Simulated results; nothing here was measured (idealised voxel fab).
voxel trench capacitor: a process module
Square cell edge 5 nm, section width 230 nm, ID cut.
A cross-section in this document is a grid of square cells, and it is written down as bands, the top band listed before the ones below it; a band is made up of one or more rows of cells.
Heights first: top, then bottom, in nm. Then materials, left to right, each with a width in nm. "full width" on a single material: fills the band edge to edge. "empty": empty space.
Below 0: as-received wafer, all one material; heights counted from there. Lowest band: no bottom, goes on down, written "from 0 down".
Width: "30->40" (first number = top row, second number = bottom row, same change from row to row of cells).
What does "nothing was modified" mean for a step? It means no cell of the cross-section changed in that step.
In "Cavities, closed" the enclosed voids are listed, meaning empty spaces of 8 cells or larger without any opening to the top. The form is width x height at distance, distance from the left edge, units nm.
If you see something after the settings on a step's line, that's the simulator's own remark about that step.
Among the settings permitted on a step's line is "overlay nm"; applied to a step with a mask, it specifies the extent to which the mask lay to the right of its planned position, whereas a negative figure signifies a position to the left.

Listed below are the process steps as planned:
| 1 | RECEIVE [material Si] |
| 2 | CONFORMAL_DEP [material SiN] [thk nm 5] |
| 3 | DIRECTIONAL_DEP [material aC] [thk nm 10] |
| 4 | PATTERN [tone open] [mask id TRENCH] [material resist] [width nm 30] [pitch nm 55] [thk nm 30] [overlay nm 0] |
| 5 | DIRECTIONAL_ETCH [etch materials aC] [depth nm 10] |
| 6 | STRIP [etch materials resist] |
| 7 | DIRECTIONAL_ETCH [etch materials SiN] [depth nm 5] |
| 8 | DIRECTIONAL_ETCH [etch materials Si] [depth nm 30] |
| 9 | STRIP [etch materials aC] |
| 10 | CONFORMAL_DEP [material HfO2] [thk nm 5] |
| 11 | CONFORMAL_DEP [material TiN] [thk nm 5] |
| 12 | FILL_DEP [material W] [thk nm 5] |
| 13 | CMP [height nm 5] |

The first of the two wafers, which ran as planned:

So this is the incoming wafer in cross-section - it's already been through step 1:
from 0 down = Si full width
Cavities, closed: none

Wafer section view after processing step 2:
from 5 to 0 = SiN full width
Under the height 0 nothing was changed.

Wafer section view after processing step 3:
from 15 to 5 = aC full width
Under the height 5 nothing was changed.

Wafer section view after processing step 4:
from 45 to 15 = resist: 70; empty: 30; resist: 25; empty: 30; resist: 75
Under the height 15 nothing was changed.

Wafer section view after processing step 5:
from 35 to 15 = resist: 70; empty: 30; resist: 25; empty: 30; resist: 75
from 15 to 5 = aC: 70; empty: 30; aC: 25; empty: 30; aC: 75
Under the height 5 nothing was changed.

Wafer section view after processing step 6:
from 15 to 5 = aC: 70; empty: 30; aC: 25; empty: 30; aC: 75
Under the height 5 nothing was changed.

Wafer section view after processing step 7:
from 15 to 5 = aC: 70; empty: 30; aC: 25; empty: 30; aC: 75
from 5 to 0 = SiN: 70; empty: 30; SiN: 25; empty: 30; SiN: 75
Under the height 0 nothing was changed.

Wafer section view after processing step 8:
from 15 to 5 = aC: 70; empty: 30; aC: 25; empty: 30; aC: 75
from 5 to 0 = SiN: 70; empty: 30; SiN: 25; empty: 30; SiN: 75
from 0 to -30 = Si: 70; empty: 30; Si: 25; empty: 30; Si: 75
Under the height -30 nothing was changed.

Wafer section view after processing step 9:
from 5 to 0 = SiN: 70; empty: 30; SiN: 25; empty: 30; SiN: 75
Under the height 0 nothing was changed.

Wafer section view after processing step 10:
from 10 to 5 = HfO2: 75; empty: 20; HfO2: 35; empty: 20; HfO2: 80
from 5 to 0 = SiN: 70; HfO2: 5; empty: 20; HfO2: 5; SiN: 25; HfO2: 5; empty: 20; HfO2: 5; SiN: 75
from 0 to -25 = Si: 70; HfO2: 5; empty: 20; HfO2: 5; Si: 25; HfO2: 5; empty: 20; HfO2: 5; Si: 75
from -25 to -30 = Si: 70; HfO2: 30; Si: 25; HfO2: 30; Si: 75
Under the height -30 nothing was changed.

Wafer section view after processing step 11:
from 15 to 10 = TiN: 80; empty: 10; TiN: 45; empty: 10; TiN: 85
from 10 to 5 = HfO2: 75; TiN: 5; empty: 10; TiN: 5; HfO2: 35; TiN: 5; empty: 10; TiN: 5; HfO2: 80
from 5 to 0 = SiN: 70; HfO2: 5; TiN: 5; empty: 10; TiN: 5; HfO2: 5; SiN: 25; HfO2: 5; TiN: 5; empty: 10; TiN: 5; HfO2: 5; SiN: 75
from 0 to -20 = Si: 70; HfO2: 5; TiN: 5; empty: 10; TiN: 5; HfO2: 5; Si: 25; HfO2: 5; TiN: 5; empty: 10; TiN: 5; HfO2: 5; Si: 75
from -20 to -25 = Si: 70; HfO2: 5; TiN: 20; HfO2: 5; Si: 25; HfO2: 5; TiN: 20; HfO2: 5; Si: 75
Under the height -25 nothing was changed.

Wafer section view after processing step 12:
from 20 to 15 = W full width
from 15 to 10 = TiN: 80; W: 10; TiN: 45; W: 10; TiN: 85
from 10 to 5 = HfO2: 75; TiN: 5; W: 10; TiN: 5; HfO2: 35; TiN: 5; W: 10; TiN: 5; HfO2: 80
from 5 to 0 = SiN: 70; HfO2: 5; TiN: 5; W: 10; TiN: 5; HfO2: 5; SiN: 25; HfO2: 5; TiN: 5; W: 10; TiN: 5; HfO2: 5; SiN: 75
from 0 to -20 = Si: 70; HfO2: 5; TiN: 5; W: 10; TiN: 5; HfO2: 5; Si: 25; HfO2: 5; TiN: 5; W: 10; TiN: 5; HfO2: 5; Si: 75
Under the height -20 nothing was changed.

Wafer section view after processing step 13:
from 5 to 0 = SiN: 70; HfO2: 5; TiN: 5; W: 10; TiN: 5; HfO2: 5; SiN: 25; HfO2: 5; TiN: 5; W: 10; TiN: 5; HfO2: 5; SiN: 75
Under the height 0 nothing was changed.

The second wafer began exactly as the first did and followed the same plan, but one mistake was made while running it; through step 9 inclusive, the two wafers are identical:

The second wafer in cross-section, at the planned close of step 10:
from 10 to 5 = TiN: 75; empty: 20; TiN: 35; empty: 20; TiN: 80
from 5 to 0 = SiN: 70; TiN: 5; empty: 20; TiN: 5; SiN: 25; TiN: 5; empty: 20; TiN: 5; SiN: 75
from 0 to -25 = Si: 70; TiN: 5; empty: 20; TiN: 5; Si: 25; TiN: 5; empty: 20; TiN: 5; Si: 75
from -25 to -30 = Si: 70; TiN: 30; Si: 25; TiN: 30; Si: 75
Under the height -30 nothing was changed.

The second wafer in cross-section, at the planned close of step 11:
from 15 to 10 = HfO2: 80; empty: 10; HfO2: 45; empty: 10; HfO2: 85
from 10 to 5 = TiN: 75; HfO2: 5; empty: 10; HfO2: 5; TiN: 35; HfO2: 5; empty: 10; HfO2: 5; TiN: 80
from 5 to 0 = SiN: 70; TiN: 5; HfO2: 5; empty: 10; HfO2: 5; TiN: 5; SiN: 25; TiN: 5; HfO2: 5; empty: 10; HfO2: 5; TiN: 5; SiN: 75
from 0 to -20 = Si: 70; TiN: 5; HfO2: 5; empty: 10; HfO2: 5; TiN: 5; Si: 25; TiN: 5; HfO2: 5; empty: 10; HfO2: 5; TiN: 5; Si: 75
from -20 to -25 = Si: 70; TiN: 5; HfO2: 20; TiN: 5; Si: 25; TiN: 5; HfO2: 20; TiN: 5; Si: 75
Under the height -25 nothing was changed.

The second wafer in cross-section, at the planned close of step 12:
from 20 to 15 = W full width
from 15 to 10 = HfO2: 80; W: 10; HfO2: 45; W: 10; HfO2: 85
from 10 to 5 = TiN: 75; HfO2: 5; W: 10; HfO2: 5; TiN: 35; HfO2: 5; W: 10; HfO2: 5; TiN: 80
from 5 to 0 = SiN: 70; TiN: 5; HfO2: 5; W: 10; HfO2: 5; TiN: 5; SiN: 25; TiN: 5; HfO2: 5; W: 10; HfO2: 5; TiN: 5; SiN: 75
from 0 to -20 = Si: 70; TiN: 5; HfO2: 5; W: 10; HfO2: 5; TiN: 5; Si: 25; TiN: 5; HfO2: 5; W: 10; HfO2: 5; TiN: 5; Si: 75
Under the height -20 nothing was changed.

The second wafer in cross-section, at the planned close of step 13:
from 5 to 0 = SiN: 70; TiN: 5; HfO2: 5; W: 10; HfO2: 5; TiN: 5; SiN: 25; TiN: 5; HfO2: 5; W: 10; HfO2: 5; TiN: 5; SiN: 75
Under the height 0 nothing was changed.
Heads up, the wafer didn't run the way we planned it: steps 10 and 11 were swapped
Final wafer comparison in cells, second versus first, more or fewer per material: HfO2 -8, TiN +8
